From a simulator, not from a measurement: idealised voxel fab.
This is a process module. Its name is voxel tone inversion.
In the cross-section labelled cut, the width is 165 nm and each square cell is 5 nm.
A cross-section in this document is a grid of square cells, and it is written down as bands, the top band listed before the ones below it; a band is made up of one or more rows of cells.
A band entry consists of two parts. The first gives the height of the band's top and the height of its bottom, in nm. The rest lists the band's materials from left to right, each with its width in nm. A single material labelled with the word "edge to edge" fills the band from edge to edge, and the word "blank" marks empty space.
The reference from which all heights are counted is 0, the level beneath which the as-received wafer is entirely one material; the lowest band, having no lower bound, proceeds downward and is written after the example "top 0, no bottom".
Top row gets the first number, bottom row gets the second, and each row in between changes by the same step: that is how a band width like "30 to 40" works.
Any step labelled "nothing got changed" changed none of the cells in the cross-section.
Closed empty spaces (no open way to the top) of 8 cells or more are what "Closed empty spaces" lists, each as width x height at distance from the left edge, nm for all three.
On each step's line, the part that comes after the settings is the simulator's own comment on the step.
overlay nm: where the mask lay relative to plan, measured to the right, on steps with a mask; negatives go left.
**The following list gives the planned process steps**
| 1 | RECEIVE with material Si |
| 2 | CONFORMAL_DEP with material SiN, thk nm 5 |
| 3 | DIRECTIONAL_DEP with material polySi, thk nm 20 |
| 4 | PATTERN with tone cover, mask id POSTS, material resist, width nm 20, pitch nm 35, thk nm 25, overlay nm 0 |
| 5 | DIRECTIONAL_ETCH with etch materials polySi, depth nm 20 |
| 6 | STRIP with etch materials resist |
| 7 | FILL_DEP with material lowk, thk nm 10 |
| 8 | CMP with height nm 25 |
| 9 | STRIP with etch materials polySi |
**Received-state cross-section, reflecting completion of step 1**
  top 0, no bottom = Si edge to edge
  Closed empty spaces: none
**End-of-module cross-section. Starting structure and process plan as above; one mistake made in running it**
  top 25, bottom 5 = blank (20), polySi (20), blank (15), polySi (20), blank (15), polySi (20), blank (15), polySi (20), blank (20)
  top 5, bottom 0 = SiN edge to edge
  top 0, no bottom = Si edge to edge
  Closed empty spaces: none
What was the processing mistake? heads up, step 9 didn't go per plan, it actually ran as STRIP with etch materials lowk
